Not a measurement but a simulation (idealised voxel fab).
Documented hereafter: the process module known as voxel lift off.
The figure presents cross-section cut, which has a width of 220 nm and is divided into square cells with an edge length of 5 nm.
How to read a cross-section here: the picture is a grid of square cells, written as bands going from the top down, and any band can span one or more rows of cells. For a band, the entry starts with two heights in nm, that of the top and then that of the bottom, and carries on with the band's materials in order from left to right, each alongside its width in nm; the word "edge to edge" beside a single material means it fills the band edge to edge, and "empty" means empty space. Zero point of the height axis is 0; under it, received wafer = one material. Lowest band: continues down indefinitely, "0 and below". A width such as "30..40" changes by the same amount from each row of cells to the next, from the band's top row to its bottom row. A step reported as "nothing different" is a step in which no cell of the cross-section changed. "Sealed internal voids" lists enclosed empty spaces (at least 8 cells, no open path upward to the top), each as width x height at distance from the left edge, in nm. Note: text after step settings on the step line = simulator remark on that step. The setting "overlay nm" may be written on the line of a step. When the step uses a mask, the value reports how far to the right of the planned place the mask lay, and a negative value reports that it lay to the left.
## This section lists the process steps that were planned
1,RECEIVE [material Si]
2,CONFORMAL_DEP [material SiN] [thk nm 15]
3,PATTERN [tone open] [mask id LINES] [material resist] [width nm 15] [pitch nm 40] [thk nm 20] [overlay nm 0]
4,DIRECTIONAL_DEP [material Ru] [thk nm 5]
5,STRIP [etch materials resist]
6,CONFORMAL_DEP [material SiN] [thk nm 5]
All wafers enter the flow in the same state. The width nm at step 3 differs from wafer to wafer, and the plan gives the value for the first wafer.
## Here's the first of the wafers in cross-section, just as we got it, i.e. after step 1
- 0 and below: Si edge to edge
- Sealed internal voids: none
## Per wafer, end of module: cells gained (+) or lost (-) per material since receipt, then closed voids
width nm 15; +9 Ru; +182 SiN; Sealed internal voids: none
width nm 20; +12 Ru; +182 SiN; Sealed internal voids: none
width nm 25; +15 Ru; +182 SiN; Sealed internal voids: none
